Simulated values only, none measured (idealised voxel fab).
Module name: voxel self aligned contacts (process module)
For reference, the cross-section in this document is cut, with width 225 nm and square cells of 5 nm.
Cross-section spec: square-cell grid; bands listed top down; each band is one or more rows. Band entry format. Leading values: height of top, height of bottom, nm. Remainder: materials in left-to-right order, each with its width in nm. Special words: "edge to edge" on a single material, which then fills the band edge to edge; "empty", empty space. Heights from 0 (as-received wafer is one material below). Bottom band endless downward, as "0..down". Width "30->40": first value at the band's top row of cells, second value at its bottom row, equal change from row to row. The cross-section has no changed cell in any step marked "nothing was modified". "Unvented voids": empty spaces of 8 cells or more with no open way to the top, each given as width x height at distance, distance from the left edge, all in nm. Past the settings on a step's line: simulator remark, on that step. The setting "overlay nm" may be written on the line of a step. When the step uses a mask, the value reports how far to the right of the planned place the mask lay, and a negative value reports that it lay to the left.

Planned step list for the process:
1,RECEIVE | material Si
2,OXIDIZE | depth nm 5
3,DIRECTIONAL_DEP | material polySi | thk nm 30
4,DIRECTIONAL_DEP | material SiN | thk nm 20
5,PATTERN | tone cover | mask id GATE | material resist | width nm 35 | pitch nm 65 | thk nm 15 | overlay nm -15
6,DIRECTIONAL_ETCH | etch materials SiN | depth nm 20
7,DIRECTIONAL_ETCH | etch materials polySi | depth nm 30
8,STRIP | etch materials resist
9,CONFORMAL_DEP | material SiN | thk nm 5
10,DIRECTIONAL_ETCH | etch materials SiN | depth nm 5
11,FILL_DEP | material SiO2 | thk nm 15
12,CMP | height nm 60
13,DIRECTIONAL_DEP | material aC | thk nm 15
14,PATTERN | tone open | mask id CONTACT | material resist | width nm 50 | pitch nm 65 | thk nm 30 | overlay nm 0
15,DIRECTIONAL_ETCH | etch materials aC | depth nm 15
16,STRIP | etch materials resist
17,DIRECTIONAL_ETCH | etch materials SiO2 | depth nm 65
18,STRIP | etch materials aC
19,CONFORMAL_DEP | material TiN | thk nm 5
20,FILL_DEP | material W | thk nm 10
21,CMP | height nm 60
22,CONFORMAL_DEP | material SiN | thk nm 5
Split variable: overlay nm, step 5. Plan value = first wafer. Wafers start alike.

Step 1 complete: as-received cross-section of the first of several wafers:
    0..down = Si edge to edge
    Unvented voids: none

The following table contains a row per wafer, in which are reported, at the conclusion of the module, the cells of each material gained (+) or lost (-) since the wafer's receipt, with its closed voids given thereafter:
overlay nm -15, -45 Si, +189 SiN, +187 SiO2, +68 TiN, +60 W, +126 polySi, Unvented voids: none
overlay nm -10, -45 Si, +189 SiN, +187 SiO2, +68 TiN, +60 W, +126 polySi, Unvented voids: none
overlay nm -5, -45 Si, +189 SiN, +187 SiO2, +68 TiN, +60 W, +126 polySi, Unvented voids: none
overlay nm 0, -45 Si, +189 SiN, +187 SiO2, +68 TiN, +60 W, +126 polySi, Unvented voids: none
overlay nm 5, -45 Si, +189 SiN, +187 SiO2, +68 TiN, +60 W, +126 polySi, Unvented voids: none
overlay nm 10, -45 Si, +189 SiN, +187 SiO2, +68 TiN, +60 W, +126 polySi, Unvented voids: none
overlay nm 15, -45 Si, +189 SiN, +187 SiO2, +68 TiN, +60 W, +126 polySi, Unvented voids: none
